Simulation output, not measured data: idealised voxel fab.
process module | voxel capacitor over wiring
cross-section cut | 155 nm wide | cells 5 nm
A cross-section is a grid of square cells, given in bands from the top down. A band is one or more rows of cells.
Each band's line starts with the height of the band's top and of its bottom, in nm. Then come its materials from left to right, each with its width in nm. One material with "throughout" fills the band from edge to edge. "air" is empty space.
Height 0 is the level under which the wafer as received is all one material. The lowest band goes on downwards, as in "0 down".
A width such as "30 to 40" changes by the same amount from each row of cells to the next, from the band's top row to its bottom row.
"no change" after a step means that no cell of the cross-section changed.
closed voids: empty space of 8 cells or more with no open way to the top, each as width x height at its distance from the left edge, in nm
after a step's settings: what the simulator itself notes on the step
overlay nm, on a step with a mask: how far to the right of its planned place the mask lay; to the left if negative
plan
1 op RECEIVE | material Si
2 op CONFORMAL_DEP | material SiO2 | thk nm 15
3 op DIRECTIONAL_DEP | material TiN | thk nm 5
4 op DIRECTIONAL_DEP | material Ru | thk nm 15
5 op MASKED_ETCH | tone cover | mask id METAL_1 | width nm 25 | pitch nm 85 | etch materials Ru | depth nm 15 | overlay nm 0
6 op MASKED_ETCH | tone cover | mask id METAL_1 | width nm 25 | pitch nm 85 | etch materials TiN | depth nm 5 | overlay nm 0
7 op CONFORMAL_DEP | material SiN | thk nm 5
8 op FILL_DEP | material SiO2 | thk nm 5
9 op CMP | height nm 35
10 op CONFORMAL_DEP | material SiCN | thk nm 5
11 op DIRECTIONAL_DEP | material lowk | thk nm 20
12 op MASKED_ETCH | tone open | mask id PLUG_1 | width nm 15 | etch materials lowk | depth nm 20 | overlay nm 0
13 op MASKED_ETCH | tone open | mask id PLUG_1 | width nm 15 | etch materials SiCN | depth nm 5 | overlay nm 0
14 op EPI | material Ru | thk nm 10
15 op EPI | material Ru | thk nm 10
16 op EPI | material Ru | thk nm 5
17 op DIRECTIONAL_DEP | material TiN | thk nm 5
18 op DIRECTIONAL_DEP | material SiN | thk nm 5
19 op DIRECTIONAL_DEP | material TiN | thk nm 5
20 op MASKED_ETCH | tone cover | mask id UPPER_PLATE | width nm 65 | etch materials TiN | depth nm 5 | overlay nm 0
21 op MASKED_ETCH | tone cover | mask id UPPER_PLATE | width nm 65 | etch materials SiN | depth nm 5 | overlay nm 0
22 op PATTERN | tone cover | mask id LOWER_PLATE | material resist | width nm 75 | thk nm 20 | overlay nm 0
23 op DIRECTIONAL_ETCH | etch materials TiN | depth nm 5
24 op STRIP | etch materials resist
25 op FILL_DEP | material SiO2 | thk nm 20
26 op CMP | height nm 90
27 op PATTERN | tone open | mask id PLUG_2 | material resist | width nm 15 | thk nm 20 | overlay nm 0
28 op DIRECTIONAL_ETCH | etch materials SiO2 | depth nm 15
29 op STRIP | etch materials resist
30 op CONFORMAL_DEP | material TiN | thk nm 5
31 op FILL_DEP | material W | thk nm 10
32 op CMP | height nm 90
33 op CONFORMAL_DEP | material SiN | thk nm 5
as received, after step 1
  0 down: Si throughout
  closed voids: none
a wafer at the end: this start, this plan, one mistake
  95 to 90: SiN throughout
  90 to 80: SiO2 40 | TiN 5 | W 5 | TiN 5 | SiO2 100
  80 to 70: SiO2 40 to 30 | TiN 15 to 65 | SiO2 100 to 60
  70 to 65: SiO2 30 | SiN 65 | SiO2 60
  65 to 60: SiO2 25 | TiN 75 | SiO2 55
  60 to 40: lowk 30 | Ru 15 | lowk 110
  40 to 35: SiCN 30 | Ru 15 | SiCN 110
  35 to 25: SiO2 15 | SiN 5 | Ru 25 | SiN 5 | SiO2 50 | SiN 5 | Ru 25 | SiN 5 | SiO2 20
  25 to 20: SiN 20 | Ru 25 | SiN 60 | Ru 25 | SiN 25
  20 to 15: SiN throughout
  15 to 0: SiO2 throughout
  0 down: Si throughout
  closed voids: none
what went wrong: step 3 ran as: op DIRECTIONAL_DEP | material SiN | thk nm 5
